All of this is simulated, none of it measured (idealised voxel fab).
process module | voxel self aligned contacts
cross-section cut | 265 nm wide | cells 5 nm
A cross-section is a grid of square cells, given in bands from the top down. A band is one or more rows of cells.
Each band's line starts with the height of the band's top and of its bottom, in nm. Then come its materials from left to right, each with its width in nm. One material with "throughout" fills the band from edge to edge. "air" is empty space.
Height 0 is the level under which the wafer as received is all one material. The lowest band goes on downwards, as in "0 down".
A width such as "30 to 40" changes by the same amount from each row of cells to the next, from the band's top row to its bottom row.
"no change" after a step means that no cell of the cross-section changed.
closed voids: empty space of 8 cells or more with no open way to the top, each as width x height at its distance from the left edge, in nm
after a step's settings: what the simulator itself notes on the step
overlay nm, on a step with a mask: how far to the right of its planned place the mask lay; to the left if negative
plan
1 op RECEIVE | material Si
2 op OXIDIZE | depth nm 5
3 op DIRECTIONAL_DEP | material polySi | thk nm 20
4 op DIRECTIONAL_DEP | material SiN | thk nm 15
5 op PATTERN | tone cover | mask id GATE | material resist | width nm 35 | pitch nm 70 | thk nm 20 | overlay nm 0
6 op DIRECTIONAL_ETCH | etch materials SiN | depth nm 15
7 op DIRECTIONAL_ETCH | etch materials polySi | depth nm 20
8 op STRIP | etch materials resist
9 op CONFORMAL_DEP | material SiN | thk nm 5
10 op DIRECTIONAL_ETCH | etch materials SiN | depth nm 5
11 op FILL_DEP | material SiO2 | thk nm 15
12 op CMP | height nm 40
13 op PATTERN | tone open | mask id CONTACT | material resist | width nm 45 | thk nm 15 | overlay nm 0
14 op DIRECTIONAL_ETCH | etch materials SiO2 | depth nm 45
15 op STRIP | etch materials resist
16 op CONFORMAL_DEP | material TiN | thk nm 5
17 op FILL_DEP | material Ru | thk nm 5
18 op CMP | height nm 40
19 op CONFORMAL_DEP | material SiN | thk nm 5
first wafer, as planned
as received, after step 1
  0 down: Si throughout
  closed voids: none
after step 2
  0 to -5: SiO2 throughout
  below -5: unchanged
after step 3
  20 to 0: polySi throughout
  below 0: unchanged
after step 4
  35 to 20: SiN throughout
  below 20: unchanged
after step 5
  55 to 35: air 80 | resist 35 | air 35 | resist 35 | air 80
  below 35: unchanged
after step 6
  55 to 35: air 80 | resist 35 | air 35 | resist 35 | air 80
  35 to 20: air 80 | SiN 35 | air 35 | SiN 35 | air 80
  below 20: unchanged
after step 7
  55 to 35: air 80 | resist 35 | air 35 | resist 35 | air 80
  35 to 20: air 80 | SiN 35 | air 35 | SiN 35 | air 80
  20 to 0: air 80 | polySi 35 | air 35 | polySi 35 | air 80
  below 0: unchanged
after step 8
  35 to 20: air 80 | SiN 35 | air 35 | SiN 35 | air 80
  below 20: unchanged
after step 9
  40 to 20: air 75 | SiN 45 | air 25 | SiN 45 | air 75
  20 to 5: air 75 | SiN 5 | polySi 35 | SiN 5 | air 25 | SiN 5 | polySi 35 | SiN 5 | air 75
  5 to 0: SiN 80 | polySi 35 | SiN 35 | polySi 35 | SiN 80
  below 0: unchanged
after step 10
  35 to 20: air 75 | SiN 45 | air 25 | SiN 45 | air 75
  20 to 0: air 75 | SiN 5 | polySi 35 | SiN 5 | air 25 | SiN 5 | polySi 35 | SiN 5 | air 75
  below 0: unchanged
after step 11
  50 to 35: SiO2 throughout
  35 to 20: SiO2 75 | SiN 45 | SiO2 25 | SiN 45 | SiO2 75
  20 to 0: SiO2 75 | SiN 5 | polySi 35 | SiN 5 | SiO2 25 | SiN 5 | polySi 35 | SiN 5 | SiO2 75
  below 0: unchanged
after step 12
  40 to 35: SiO2 throughout
  below 35: unchanged
after step 13
  55 to 40: resist 110 | air 45 | resist 110
  below 40: unchanged
after step 14
  55 to 40: resist 110 | air 45 | resist 110
  40 to 35: SiO2 110 | air 45 | SiO2 110
  35 to 20: SiO2 75 | SiN 45 | air 25 | SiN 45 | SiO2 75
  20 to 0: SiO2 75 | SiN 5 | polySi 35 | SiN 5 | air 25 | SiN 5 | polySi 35 | SiN 5 | SiO2 75
  0 to -5: SiO2 120 | air 25 | SiO2 120
  below -5: unchanged
after step 15
  40 to 35: SiO2 110 | air 45 | SiO2 110
  below 35: unchanged
after step 16
  45 to 40: TiN 115 | air 35 | TiN 115
  40 to 35: SiO2 110 | TiN 15 | air 15 | TiN 15 | SiO2 110
  35 to 20: SiO2 75 | SiN 45 | TiN 5 | air 15 | TiN 5 | SiN 45 | SiO2 75
  20 to 0: SiO2 75 | SiN 5 | polySi 35 | SiN 5 | TiN 5 | air 15 | TiN 5 | SiN 5 | polySi 35 | SiN 5 | SiO2 75
  0 to -5: SiO2 120 | TiN 25 | SiO2 120
  below -5: unchanged
after step 17
  50 to 45: Ru throughout
  45 to 40: TiN 115 | Ru 35 | TiN 115
  40 to 35: SiO2 110 | TiN 15 | Ru 15 | TiN 15 | SiO2 110
  35 to 20: SiO2 75 | SiN 45 | TiN 5 | Ru 15 | TiN 5 | SiN 45 | SiO2 75
  20 to 0: SiO2 75 | SiN 5 | polySi 35 | SiN 5 | TiN 5 | Ru 15 | TiN 5 | SiN 5 | polySi 35 | SiN 5 | SiO2 75
  below 0: unchanged
after step 18
  40 to 35: SiO2 110 | TiN 15 | Ru 15 | TiN 15 | SiO2 110
  below 35: unchanged
after step 19
  45 to 40: SiN throughout
  below 40: unchanged
second wafer: like start, like plan, one mistake. Through step 2 it matches the first wafer
when step 3 should have ended
  15 to 0: polySi throughout
  below 0: unchanged
when step 4 should have ended
  30 to 15: SiN throughout
  below 15: unchanged
when step 5 should have ended
  50 to 30: air 80 | resist 35 | air 35 | resist 35 | air 80
  below 30: unchanged
when step 6 should have ended
  50 to 30: air 80 | resist 35 | air 35 | resist 35 | air 80
  30 to 15: air 80 | SiN 35 | air 35 | SiN 35 | air 80
  below 15: unchanged
when step 7 should have ended
  50 to 30: air 80 | resist 35 | air 35 | resist 35 | air 80
  30 to 15: air 80 | SiN 35 | air 35 | SiN 35 | air 80
  15 to 0: air 80 | polySi 35 | air 35 | polySi 35 | air 80
  below 0: unchanged
when step 8 should have ended
  30 to 15: air 80 | SiN 35 | air 35 | SiN 35 | air 80
  below 15: unchanged
when step 9 should have ended
  35 to 15: air 75 | SiN 45 | air 25 | SiN 45 | air 75
  15 to 5: air 75 | SiN 5 | polySi 35 | SiN 5 | air 25 | SiN 5 | polySi 35 | SiN 5 | air 75
  5 to 0: SiN 80 | polySi 35 | SiN 35 | polySi 35 | SiN 80
  below 0: unchanged
when step 10 should have ended
  30 to 15: air 75 | SiN 45 | air 25 | SiN 45 | air 75
  15 to 0: air 75 | SiN 5 | polySi 35 | SiN 5 | air 25 | SiN 5 | polySi 35 | SiN 5 | air 75
  below 0: unchanged
when step 11 should have ended
  45 to 30: SiO2 throughout
  30 to 15: SiO2 75 | SiN 45 | SiO2 25 | SiN 45 | SiO2 75
  15 to 0: SiO2 75 | SiN 5 | polySi 35 | SiN 5 | SiO2 25 | SiN 5 | polySi 35 | SiN 5 | SiO2 75
  below 0: unchanged
when step 12 should have ended
  40 to 30: SiO2 throughout
  below 30: unchanged
when step 13 should have ended
  55 to 40: resist 110 | air 45 | resist 110
  below 40: unchanged
when step 14 should have ended
  55 to 40: resist 110 | air 45 | resist 110
  40 to 30: SiO2 110 | air 45 | SiO2 110
  30 to 15: SiO2 75 | SiN 45 | air 25 | SiN 45 | SiO2 75
  15 to 0: SiO2 75 | SiN 5 | polySi 35 | SiN 5 | air 25 | SiN 5 | polySi 35 | SiN 5 | SiO2 75
  0 to -5: SiO2 120 | air 25 | SiO2 120
  below -5: unchanged
when step 15 should have ended
  40 to 30: SiO2 110 | air 45 | SiO2 110
  below 30: unchanged
when step 16 should have ended
  45 to 40: TiN 115 | air 35 | TiN 115
  40 to 30: SiO2 110 | TiN 5 to 15 | air 35 to 15 | TiN 5 to 15 | SiO2 110
  30 to 15: SiO2 75 | SiN 45 | TiN 5 | air 15 | TiN 5 | SiN 45 | SiO2 75
  15 to 0: SiO2 75 | SiN 5 | polySi 35 | SiN 5 | TiN 5 | air 15 | TiN 5 | SiN 5 | polySi 35 | SiN 5 | SiO2 75
  0 to -5: SiO2 120 | TiN 25 | SiO2 120
  below -5: unchanged
when step 17 should have ended
  50 to 45: Ru throughout
  45 to 40: TiN 115 | Ru 35 | TiN 115
  40 to 30: SiO2 110 | TiN 5 to 15 | Ru 35 to 15 | TiN 5 to 15 | SiO2 110
  30 to 15: SiO2 75 | SiN 45 | TiN 5 | Ru 15 | TiN 5 | SiN 45 | SiO2 75
  15 to 0: SiO2 75 | SiN 5 | polySi 35 | SiN 5 | TiN 5 | Ru 15 | TiN 5 | SiN 5 | polySi 35 | SiN 5 | SiO2 75
  below 0: unchanged
when step 18 should have ended
  40 to 30: SiO2 110 | TiN 5 to 15 | Ru 35 to 15 | TiN 5 to 15 | SiO2 110
  below 30: unchanged
when step 19 should have ended
  45 to 40: SiN throughout
  below 40: unchanged
what went wrong: step 3 ran as: op DIRECTIONAL_DEP | material polySi | thk nm 15
at the end the second wafer has, in cells: 4 more of Ru | 4 fewer of SiN | 14 more of SiO2 | 14 fewer of polySi
